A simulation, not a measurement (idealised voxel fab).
Process module, titled voxel self aligned vias
Cross-section cut: width 180 nm, square cells of 5 nm.
Format of a cross-section: grid, square cells. Given as bands. Order: top down. Band: one or more rows of cells.
Band: top height; bottom height; in nm. Then, left to right: material with width in nm, for each material. "edge to edge": a single material spanning edge to edge. "empty": empty space.
Measure heights from 0. That's the level where, below it, the as-received wafer is all one material. The lowest band is bottomless and extends downward; write it as in "0 and below".
Quick explanation for "30 to 40": the width changes in equal steps down the rows of cells, from the first number in the band's top row to the second number in its bottom row.
You'll sometimes find "all unchanged" written for a step, and that's the way of saying that nowhere in the cross-section did a cell change during that step.
"Closed void roster" specifies each empty space that is not open to the top and that occupies no fewer than 8 cells, using the form width x height at distance, the distance measured from the left edge and all three quantities in nm.
Anything after a step's settings on that line? It's the simulator's own note about the step.
overlay nm: mask right of planned place by this much (step with mask). Neg. = left.
-- Process steps foreseen in the plan
- 1: RECEIVE,material Si
- 2: CONFORMAL_DEP,material SiO2,thk nm 10
- 3: CONFORMAL_DEP,material SiCN,thk nm 5
- 4: DIRECTIONAL_DEP,material SiO2,thk nm 20
- 5: MASKED_ETCH,tone open,mask id LINES,width nm 25,pitch nm 70,etch materials SiO2,depth nm 20,overlay nm 0
- 6: CONFORMAL_DEP,material TiN,thk nm 5
- 7: FILL_DEP,material W,thk nm 10
- 8: CMP,height nm 35
- 9: SELECTIVE_ETCH,etch materials W Ru TiN,depth nm 5
- 10: FILL_DEP,material SiN,thk nm 10
- 11: CMP,height nm 35
- 12: DIRECTIONAL_DEP,material SiO2,thk nm 20
- 13: PATTERN,tone open,mask id VIAS,material resist,width nm 45,pitch nm 70,thk nm 15,overlay nm 0
- 14: DIRECTIONAL_ETCH,etch materials SiO2,depth nm 20
- 15: DIRECTIONAL_ETCH,etch materials SiN,depth nm 5
- 16: STRIP,etch materials resist
- 17: CONFORMAL_DEP,material TiN,thk nm 5
- 18: FILL_DEP,material Cu,thk nm 10
- 19: CMP,height nm 55
- 20: CONFORMAL_DEP,material SiN,thk nm 5
-- First of two wafers: run as planned
-- as received, after step 1
    0 and below  Si edge to edge
    Closed void roster: none
-- Cross-section: wafer state after step 2
    10 down to 0  SiO2 edge to edge
    Under the height 0 nothing was changed.
-- Cross-section: wafer state after step 3
    15 down to 10  SiCN edge to edge
    Under the height 10 nothing was changed.
-- Cross-section: wafer state after step 4
    35 down to 15  SiO2 edge to edge
    Under the height 15 nothing was changed.
-- Cross-section: wafer state after step 5
    35 down to 15  SiO2: 40; empty: 25; SiO2: 45; empty: 25; SiO2: 45
    Under the height 15 nothing was changed.
-- Cross-section: wafer state after step 6
    40 down to 35  TiN: 45; empty: 15; TiN: 55; empty: 15; TiN: 50
    35 down to 20  SiO2: 40; TiN: 5; empty: 15; TiN: 5; SiO2: 45; TiN: 5; empty: 15; TiN: 5; SiO2: 45
    20 down to 15  SiO2: 40; TiN: 25; SiO2: 45; TiN: 25; SiO2: 45
    Under the height 15 nothing was changed.
-- Cross-section: wafer state after step 7
    50 down to 40  W edge to edge
    40 down to 35  TiN: 45; W: 15; TiN: 55; W: 15; TiN: 50
    35 down to 20  SiO2: 40; TiN: 5; W: 15; TiN: 5; SiO2: 45; TiN: 5; W: 15; TiN: 5; SiO2: 45
    Under the height 20 nothing was changed.
-- Cross-section: wafer state after step 8
    35 down to 20  SiO2: 40; TiN: 5; W: 15; TiN: 5; SiO2: 45; TiN: 5; W: 15; TiN: 5; SiO2: 45
    Under the height 20 nothing was changed.
-- Cross-section: wafer state after step 9
    35 down to 30  SiO2: 40; empty: 25; SiO2: 45; empty: 25; SiO2: 45
    Under the height 30 nothing was changed.
-- Cross-section: wafer state after step 10
    45 down to 35  SiN edge to edge
    35 down to 30  SiO2: 40; SiN: 25; SiO2: 45; SiN: 25; SiO2: 45
    Under the height 30 nothing was changed.
-- Cross-section: wafer state after step 11
    35 down to 30  SiO2: 40; SiN: 25; SiO2: 45; SiN: 25; SiO2: 45
    Under the height 30 nothing was changed.
-- Cross-section: wafer state after step 12
    55 down to 35  SiO2 edge to edge
    Under the height 35 nothing was changed.
-- Cross-section: wafer state after step 13
    70 down to 55  resist: 30; empty: 45; resist: 25; empty: 45; resist: 35
    Under the height 55 nothing was changed.
-- Cross-section: wafer state after step 14
    70 down to 55  resist: 30; empty: 45; resist: 25; empty: 45; resist: 35
    55 down to 35  SiO2: 30; empty: 45; SiO2: 25; empty: 45; SiO2: 35
    Under the height 35 nothing was changed.
-- Cross-section: wafer state after step 15
    70 down to 55  resist: 30; empty: 45; resist: 25; empty: 45; resist: 35
    55 down to 35  SiO2: 30; empty: 45; SiO2: 25; empty: 45; SiO2: 35
    35 down to 30  SiO2: 40; empty: 25; SiO2: 45; empty: 25; SiO2: 45
    Under the height 30 nothing was changed.
-- Cross-section: wafer state after step 16
    55 down to 35  SiO2: 30; empty: 45; SiO2: 25; empty: 45; SiO2: 35
    Under the height 35 nothing was changed.
-- Cross-section: wafer state after step 17
    60 down to 55  TiN: 35; empty: 35; TiN: 35; empty: 35; TiN: 40
    55 down to 40  SiO2: 30; TiN: 5; empty: 35; TiN: 5; SiO2: 25; TiN: 5; empty: 35; TiN: 5; SiO2: 35
    40 down to 35  SiO2: 30; TiN: 15; empty: 15; TiN: 15; SiO2: 25; TiN: 15; empty: 15; TiN: 15; SiO2: 35
    35 down to 30  SiO2: 40; TiN: 25; SiO2: 45; TiN: 25; SiO2: 45
    Under the height 30 nothing was changed.
-- Cross-section: wafer state after step 18
    70 down to 60  Cu edge to edge
    60 down to 55  TiN: 35; Cu: 35; TiN: 35; Cu: 35; TiN: 40
    55 down to 40  SiO2: 30; TiN: 5; Cu: 35; TiN: 5; SiO2: 25; TiN: 5; Cu: 35; TiN: 5; SiO2: 35
    40 down to 35  SiO2: 30; TiN: 15; Cu: 15; TiN: 15; SiO2: 25; TiN: 15; Cu: 15; TiN: 15; SiO2: 35
    Under the height 35 nothing was changed.
-- Cross-section: wafer state after step 19
    55 down to 40  SiO2: 30; TiN: 5; Cu: 35; TiN: 5; SiO2: 25; TiN: 5; Cu: 35; TiN: 5; SiO2: 35
    Under the height 40 nothing was changed.
-- Cross-section: wafer state after step 20
    60 down to 55  SiN edge to edge
    Under the height 55 nothing was changed.
-- Here the second wafer is described. Its start and its plan were those of the first wafer. Its run contained one mistake. Up to and including step 2, it did exactly what the first wafer did
Second wafer, section view, time point: scheduled end of step 3: all unchanged
-- Second wafer, section view, time point: scheduled end of step 4
    30 down to 0  SiO2 edge to edge
    Under the height 0 nothing was changed.
-- Second wafer, section view, time point: scheduled end of step 5
    30 down to 10  SiO2: 40; empty: 25; SiO2: 45; empty: 25; SiO2: 45
    Under the height 10 nothing was changed.
-- Second wafer, section view, time point: scheduled end of step 6
    35 down to 30  TiN: 45; empty: 15; TiN: 55; empty: 15; TiN: 50
    30 down to 15  SiO2: 40; TiN: 5; empty: 15; TiN: 5; SiO2: 45; TiN: 5; empty: 15; TiN: 5; SiO2: 45
    15 down to 10  SiO2: 40; TiN: 25; SiO2: 45; TiN: 25; SiO2: 45
    Under the height 10 nothing was changed.
-- Second wafer, section view, time point: scheduled end of step 7
    45 down to 35  W edge to edge
    35 down to 30  TiN: 45; W: 15; TiN: 55; W: 15; TiN: 50
    30 down to 15  SiO2: 40; TiN: 5; W: 15; TiN: 5; SiO2: 45; TiN: 5; W: 15; TiN: 5; SiO2: 45
    Under the height 15 nothing was changed.
-- Second wafer, section view, time point: scheduled end of step 8
    35 down to 30  TiN: 45; W: 15; TiN: 55; W: 15; TiN: 50
    Under the height 30 nothing was changed.
-- Second wafer, section view, time point: scheduled end of step 9
    30 down to 15  SiO2: 40; TiN: 5; W: 15; TiN: 5; SiO2: 45; TiN: 5; W: 15; TiN: 5; SiO2: 45
    Under the height 15 nothing was changed.
-- Second wafer, section view, time point: scheduled end of step 10
    40 down to 30  SiN edge to edge
    Under the height 30 nothing was changed.
-- Second wafer, section view, time point: scheduled end of step 11
    35 down to 30  SiN edge to edge
    Under the height 30 nothing was changed.
-- Second wafer, section view, time point: scheduled end of step 12
    55 down to 35  SiO2 edge to edge
    Under the height 35 nothing was changed.
-- Second wafer, section view, time point: scheduled end of step 13
    70 down to 55  resist: 30; empty: 45; resist: 25; empty: 45; resist: 35
    Under the height 55 nothing was changed.
-- Second wafer, section view, time point: scheduled end of step 14
    70 down to 55  resist: 30; empty: 45; resist: 25; empty: 45; resist: 35
    55 down to 35  SiO2: 30; empty: 45; SiO2: 25; empty: 45; SiO2: 35
    Under the height 35 nothing was changed.
-- Second wafer, section view, time point: scheduled end of step 15
    70 down to 55  resist: 30; empty: 45; resist: 25; empty: 45; resist: 35
    55 down to 35  SiO2: 30; empty: 45; SiO2: 25; empty: 45; SiO2: 35
    35 down to 30  SiN: 30; empty: 45; SiN: 25; empty: 45; SiN: 35
    Under the height 30 nothing was changed.
-- Second wafer, section view, time point: scheduled end of step 16
    55 down to 35  SiO2: 30; empty: 45; SiO2: 25; empty: 45; SiO2: 35
    Under the height 35 nothing was changed.
-- Second wafer, section view, time point: scheduled end of step 17
    60 down to 55  TiN: 35; empty: 35; TiN: 35; empty: 35; TiN: 40
    55 down to 35  SiO2: 30; TiN: 5; empty: 35; TiN: 5; SiO2: 25; TiN: 5; empty: 35; TiN: 5; SiO2: 35
    35 down to 30  SiN: 30; TiN: 45; SiN: 25; TiN: 45; SiN: 35
    Under the height 30 nothing was changed.
-- Second wafer, section view, time point: scheduled end of step 18
    70 down to 60  Cu edge to edge
    60 down to 55  TiN: 35; Cu: 35; TiN: 35; Cu: 35; TiN: 40
    55 down to 35  SiO2: 30; TiN: 5; Cu: 35; TiN: 5; SiO2: 25; TiN: 5; Cu: 35; TiN: 5; SiO2: 35
    Under the height 35 nothing was changed.
-- Second wafer, section view, time point: scheduled end of step 19
    55 down to 35  SiO2: 30; TiN: 5; Cu: 35; TiN: 5; SiO2: 25; TiN: 5; Cu: 35; TiN: 5; SiO2: 35
    Under the height 35 nothing was changed.
-- Second wafer, section view, time point: scheduled end of step 20
    60 down to 55  SiN edge to edge
    Under the height 55 nothing was changed.
Nonconformance to the process plan: step 3 of the plan did not run at all; it was left out
The second wafer ends with more or fewer cells of some materials than the first, per final count: 8 more of Cu, 36 fewer of SiCN, 18 more of SiN, 4 more of TiN, 6 more of W
